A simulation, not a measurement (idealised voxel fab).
process module | voxel ribs on slabs
cross-section cut | 290 nm wide | cells 5 nm
A cross-section is a grid of square cells, given in bands from the top down. A band is one or more rows of cells.
Each band's line starts with the height of the band's top and of its bottom, in nm. Then come its materials from left to right, each with its width in nm. One material with "throughout" fills the band from edge to edge. "air" is empty space.
Height 0 is the level under which the wafer as received is all one material. The lowest band goes on downwards, as in "0 down".
A width such as "30 to 40" changes by the same amount from each row of cells to the next, from the band's top row to its bottom row.
"no change" after a step means that no cell of the cross-section changed.
closed voids: empty space of 8 cells or more with no open way to the top, each as width x height at its distance from the left edge, in nm
after a step's settings: what the simulator itself notes on the step
overlay nm, on a step with a mask: how far to the right of its planned place the mask lay; to the left if negative
plan
1 op RECEIVE | material Si
2 op DIRECTIONAL_DEP | material SiO2 | thk nm 25
3 op DIRECTIONAL_DEP | material polySi | thk nm 20
4 op PATTERN | tone cover | mask id RIB | material resist | width nm 20 | thk nm 15 | overlay nm 0
5 op DIRECTIONAL_ETCH | etch materials polySi | depth nm 15
6 op STRIP | etch materials resist
7 op PATTERN | tone cover | mask id SLAB | material resist | width nm 80 | thk nm 15 | overlay nm 0
8 op DIRECTIONAL_ETCH | etch materials polySi | depth nm 5
9 op STRIP | etch materials resist
10 op FILL_DEP | material SiO2 | thk nm 15
11 op CMP | height nm 55
12 op DIRECTIONAL_DEP | material W | thk nm 10
13 op MASKED_ETCH | tone cover | mask id HEATER | width nm 30 | etch materials W | depth nm 10 | overlay nm 0
14 op CONFORMAL_DEP | material SiN | thk nm 5
first wafer, as planned
as received, after step 1
  0 down: Si throughout
  closed voids: none
after step 2
  25 to 0: SiO2 throughout
  below 0: unchanged
after step 3
  45 to 25: polySi throughout
  below 25: unchanged
after step 4
  60 to 45: air 135 | resist 20 | air 135
  below 45: unchanged
after step 5
  60 to 45: air 135 | resist 20 | air 135
  45 to 30: air 135 | polySi 20 | air 135
  below 30: unchanged
after step 6
  45 to 30: air 135 | polySi 20 | air 135
  below 30: unchanged
after step 7
  60 to 45: air 105 | resist 80 | air 105
  45 to 30: air 105 | resist 30 | polySi 20 | resist 30 | air 105
  below 30: unchanged
after step 8
  60 to 45: air 105 | resist 80 | air 105
  45 to 30: air 105 | resist 30 | polySi 20 | resist 30 | air 105
  30 to 25: air 105 | polySi 80 | air 105
  below 25: unchanged
after step 9
  45 to 30: air 135 | polySi 20 | air 135
  below 30: unchanged
after step 10
  60 to 45: SiO2 throughout
  45 to 30: SiO2 135 | polySi 20 | SiO2 135
  30 to 25: SiO2 105 | polySi 80 | SiO2 105
  below 25: unchanged
after step 11
  55 to 45: SiO2 throughout
  below 45: unchanged
after step 12
  65 to 55: W throughout
  below 55: unchanged
after step 13
  65 to 55: air 130 | W 30 | air 130
  below 55: unchanged
after step 14
  70 to 65: air 125 | SiN 40 | air 125
  65 to 60: air 125 | SiN 5 | W 30 | SiN 5 | air 125
  60 to 55: SiN 130 | W 30 | SiN 130
  below 55: unchanged
second wafer: like start, like plan, one mistake. Through step 3 it matches the first wafer
when step 4 should have ended
  60 to 45: air 140 | resist 15 | air 135
  below 45: unchanged
when step 5 should have ended
  60 to 45: air 140 | resist 15 | air 135
  45 to 30: air 140 | polySi 15 | air 135
  below 30: unchanged
when step 6 should have ended
  45 to 30: air 140 | polySi 15 | air 135
  below 30: unchanged
when step 7 should have ended
  60 to 45: air 105 | resist 80 | air 105
  45 to 30: air 105 | resist 35 | polySi 15 | resist 30 | air 105
  below 30: unchanged
when step 8 should have ended
  60 to 45: air 105 | resist 80 | air 105
  45 to 30: air 105 | resist 35 | polySi 15 | resist 30 | air 105
  30 to 25: air 105 | polySi 80 | air 105
  below 25: unchanged
when step 9 should have ended
  45 to 30: air 140 | polySi 15 | air 135
  below 30: unchanged
when step 10 should have ended
  60 to 45: SiO2 throughout
  45 to 30: SiO2 140 | polySi 15 | SiO2 135
  30 to 25: SiO2 105 | polySi 80 | SiO2 105
  below 25: unchanged
when step 11 should have ended
  55 to 45: SiO2 throughout
  below 45: unchanged
when step 12 should have ended
  65 to 55: W throughout
  below 55: unchanged
when step 13 should have ended
  65 to 55: air 130 | W 30 | air 130
  below 55: unchanged
when step 14 should have ended
  70 to 65: air 125 | SiN 40 | air 125
  65 to 60: air 125 | SiN 5 | W 30 | SiN 5 | air 125
  60 to 55: SiN 130 | W 30 | SiN 130
  below 55: unchanged
what went wrong: step 4 ran as: op PATTERN | tone cover | mask id RIB | material resist | width nm 15 | thk nm 15 | overlay nm 0
at the end the second wafer has, in cells: 3 more of SiO2 | 3 fewer of polySi
